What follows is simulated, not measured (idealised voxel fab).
process module | voxel capacitor over wiring
cross-section cut | 165 nm wide | cells 5 nm
A cross-section is a grid of square cells, given in bands from the top down. A band is one or more rows of cells.
Each band's line starts with the height of the band's top and of its bottom, in nm. Then come its materials from left to right, each with its width in nm. One material with "throughout" fills the band from edge to edge. "air" is empty space.
Height 0 is the level under which the wafer as received is all one material. The lowest band goes on downwards, as in "0 down".
A width such as "30 to 40" changes by the same amount from each row of cells to the next, from the band's top row to its bottom row.
"no change" after a step means that no cell of the cross-section changed.
closed voids: empty space of 8 cells or more with no open way to the top, each as width x height at its distance from the left edge, in nm
after a step's settings: what the simulator itself notes on the step
overlay nm, on a step with a mask: how far to the right of its planned place the mask lay; to the left if negative
plan
1 op RECEIVE | material Si
2 op CONFORMAL_DEP | material SiO2 | thk nm 15
3 op CONFORMAL_DEP | material SiN | thk nm 5
4 op DIRECTIONAL_DEP | material lowk | thk nm 20
5 op PATTERN | tone open | mask id METAL_1 | material resist | width nm 25 | pitch nm 90 | thk nm 15 | overlay nm 0
6 op DIRECTIONAL_ETCH | etch materials lowk | depth nm 20
7 op DIRECTIONAL_ETCH | etch materials SiN | depth nm 5
8 op STRIP | etch materials resist
9 op CONFORMAL_DEP | material TiN | thk nm 5
10 op FILL_DEP | material W | thk nm 10
11 op CMP | height nm 40
12 op CONFORMAL_DEP | material SiCN | thk nm 5
13 op DIRECTIONAL_DEP | material SiO2 | thk nm 15
14 op MASKED_ETCH | tone open | mask id PLUG_1 | width nm 15 | etch materials SiO2 | depth nm 15 | overlay nm 0
15 op MASKED_ETCH | tone open | mask id PLUG_1 | width nm 15 | etch materials SiCN | depth nm 5 | overlay nm 0
16 op EPI | material Ru | thk nm 10
17 op EPI | material Ru | thk nm 10
18 op DIRECTIONAL_DEP | material TiN | thk nm 10
19 op DIRECTIONAL_DEP | material SiN | thk nm 5
20 op DIRECTIONAL_DEP | material TiN | thk nm 10
21 op PATTERN | tone cover | mask id UPPER_PLATE | material resist | width nm 70 | thk nm 20 | overlay nm 0
22 op DIRECTIONAL_ETCH | etch materials TiN | depth nm 10
23 op DIRECTIONAL_ETCH | etch materials SiN | depth nm 5
24 op STRIP | etch materials resist
25 op MASKED_ETCH | tone cover | mask id LOWER_PLATE | width nm 80 | etch materials TiN | depth nm 10 | overlay nm 0
26 op FILL_DEP | material SiO2 | thk nm 20
27 op CMP | height nm 100
28 op DIRECTIONAL_DEP | material aC | thk nm 15
29 op PATTERN | tone open | mask id PLUG_2 | material resist | width nm 15 | thk nm 35 | overlay nm 0
30 op DIRECTIONAL_ETCH | etch materials aC | depth nm 15
31 op STRIP | etch materials resist
32 op DIRECTIONAL_ETCH | etch materials SiO2 | depth nm 15
33 op STRIP | etch materials aC
34 op CONFORMAL_DEP | material TiN | thk nm 5
35 op FILL_DEP | material Ru | thk nm 10
36 op CMP | height nm 100
37 op CONFORMAL_DEP | material SiCN | thk nm 5
as received, after step 1
  0 down: Si throughout
  closed voids: none
a wafer at the end: this start, this plan, one mistake
  105 to 100: SiCN throughout
  100 to 95: SiO2 45 | TiN 15 | SiO2 105
  95 to 85: SiO2 35 | TiN 25 | SiO2 105
  85 to 80: SiO2 35 | SiN 25 | TiN 45 | SiO2 60
  80 to 75: SiO2 30 | TiN 75 | SiO2 60
  75 to 70: SiO2 30 | TiN 30 | SiN 45 | SiO2 60
  70 to 60: SiO2 25 | Ru 35 | TiN 50 | SiO2 55
  60 to 45: SiO2 35 | Ru 15 | SiO2 115
  45 to 40: SiCN 35 | Ru 15 | SiCN 115
  40 to 20: lowk 25 | TiN 5 | W 15 | TiN 5 | lowk 65 | TiN 5 | W 15 | TiN 5 | lowk 25
  20 to 15: SiN 25 | TiN 25 | SiN 65 | TiN 25 | SiN 25
  15 to 0: SiO2 throughout
  0 down: Si throughout
  closed voids: none
what went wrong: one of the steps 16 and 17, which are alike, was run twice
